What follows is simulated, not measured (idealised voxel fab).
process module | voxel air gaps
cross-section cut | 265 nm wide | cells 5 nm
A cross-section is a grid of square cells, given in bands from the top down. A band is one or more rows of cells.
Each band's line starts with the height of the band's top and of its bottom, in nm. Then come its materials from left to right, each with its width in nm. One material with "throughout" fills the band from edge to edge. "air" is empty space.
Height 0 is the level under which the wafer as received is all one material. The lowest band goes on downwards, as in "0 down".
A width such as "30 to 40" changes by the same amount from each row of cells to the next, from the band's top row to its bottom row.
"no change" after a step means that no cell of the cross-section changed.
closed voids: empty space of 8 cells or more with no open way to the top, each as width x height at its distance from the left edge, in nm
after a step's settings: what the simulator itself notes on the step
overlay nm, on a step with a mask: how far to the right of its planned place the mask lay; to the left if negative
plan
1 op RECEIVE | material Si
2 op CONFORMAL_DEP | material SiO2 | thk nm 10
3 op CONFORMAL_DEP | material SiN | thk nm 5
4 op DIRECTIONAL_DEP | material lowk | thk nm 30
5 op PATTERN | tone open | mask id LINES | material resist | width nm 25 | pitch nm 50 | thk nm 15 | overlay nm -15
6 op DIRECTIONAL_ETCH | etch materials lowk | depth nm 30
7 op STRIP | etch materials resist
8 op CONFORMAL_DEP | material TiN | thk nm 5
9 op FILL_DEP | material Ru | thk nm 10
10 op CMP | height nm 45
11 op EPI | material Ru | thk nm 10
12 op SELECTIVE_ETCH | etch materials lowk | depth nm 40
13 op CONFORMAL_DEP | material SiCN | thk nm 5
varied across the wafers: overlay nm of step 5. The plan shows the first wafer's value. All wafers start alike
first wafer as received, after step 1
  0 down: Si throughout
  closed voids: none
first wafer at the end, after step 13
  60 to 55: air 15 | SiCN 205 | air 45
  55 to 45: air 15 | SiCN 5 | Ru 45 | SiCN 5 | Ru 45 | SiCN 5 | Ru 45 | SiCN 5 | Ru 45 | SiCN 5 | air 45
  45 to 40: air 15 | SiCN 15 | TiN 5 | Ru 15 | TiN 5 | SiCN 25 | TiN 5 | Ru 15 | TiN 5 | SiCN 25 | TiN 5 | Ru 15 | TiN 5 | SiCN 25 | TiN 5 | Ru 15 | TiN 5 | SiCN 15 | air 45
  40 to 20: air 25 | SiCN 5 | TiN 5 | Ru 15 | TiN 5 | SiCN 5 | air 15 | SiCN 5 | TiN 5 | Ru 15 | TiN 5 | SiCN 5 | air 15 | SiCN 5 | TiN 5 | Ru 15 | TiN 5 | SiCN 5 | air 15 | SiCN 5 | TiN 5 | Ru 15 | TiN 5 | SiCN 5 | air 55
  20 to 15: SiCN 30 | TiN 25 | SiCN 25 | TiN 25 | SiCN 25 | TiN 25 | SiCN 25 | TiN 25 | SiCN 60
  15 to 10: SiN throughout
  10 to 0: SiO2 throughout
  0 down: Si throughout
  closed voids: 15 x 20 at 60; 15 x 20 at 110; 15 x 20 at 160
last wafer at the end
  60 to 55: air 45 | SiCN 205 | air 15
  55 to 45: air 45 | SiCN 5 | Ru 45 | SiCN 5 | Ru 45 | SiCN 5 | Ru 45 | SiCN 5 | Ru 45 | SiCN 5 | air 15
  45 to 40: air 45 | SiCN 15 | TiN 5 | Ru 15 | TiN 5 | SiCN 25 | TiN 5 | Ru 15 | TiN 5 | SiCN 25 | TiN 5 | Ru 15 | TiN 5 | SiCN 25 | TiN 5 | Ru 15 | TiN 5 | SiCN 15 | air 15
  40 to 20: air 55 | SiCN 5 | TiN 5 | Ru 15 | TiN 5 | SiCN 5 | air 15 | SiCN 5 | TiN 5 | Ru 15 | TiN 5 | SiCN 5 | air 15 | SiCN 5 | TiN 5 | Ru 15 | TiN 5 | SiCN 5 | air 15 | SiCN 5 | TiN 5 | Ru 15 | TiN 5 | SiCN 5 | air 25
  20 to 15: SiCN 60 | TiN 25 | SiCN 25 | TiN 25 | SiCN 25 | TiN 25 | SiCN 25 | TiN 25 | SiCN 30
  15 to 10: SiN throughout
  10 to 0: SiO2 throughout
  0 down: Si throughout
  closed voids: 15 x 20 at 90; 15 x 20 at 140; 15 x 20 at 190
each wafer at the end: cells of each material gained (+) or lost (-) since it was received, then its closed voids
overlay nm -15 | +132 Ru | +137 SiCN | +53 SiN | +106 SiO2 | +60 TiN | closed voids: 15 x 20 at 60; 15 x 20 at 110; 15 x 20 at 160
overlay nm -10 | +132 Ru | +137 SiCN | +53 SiN | +106 SiO2 | +60 TiN | closed voids: 15 x 20 at 65; 15 x 20 at 115; 15 x 20 at 165
overlay nm -5 | +132 Ru | +137 SiCN | +53 SiN | +106 SiO2 | +60 TiN | closed voids: 15 x 20 at 70; 15 x 20 at 120; 15 x 20 at 170
overlay nm 0 | +132 Ru | +137 SiCN | +53 SiN | +106 SiO2 | +60 TiN | closed voids: 15 x 20 at 75; 15 x 20 at 125; 15 x 20 at 175
overlay nm 5 | +132 Ru | +137 SiCN | +53 SiN | +106 SiO2 | +60 TiN | closed voids: 15 x 20 at 80; 15 x 20 at 130; 15 x 20 at 180
overlay nm 10 | +132 Ru | +137 SiCN | +53 SiN | +106 SiO2 | +60 TiN | closed voids: 15 x 20 at 85; 15 x 20 at 135; 15 x 20 at 185
overlay nm 15 | +132 Ru | +137 SiCN | +53 SiN | +106 SiO2 | +60 TiN | closed voids: 15 x 20 at 90; 15 x 20 at 140; 15 x 20 at 190
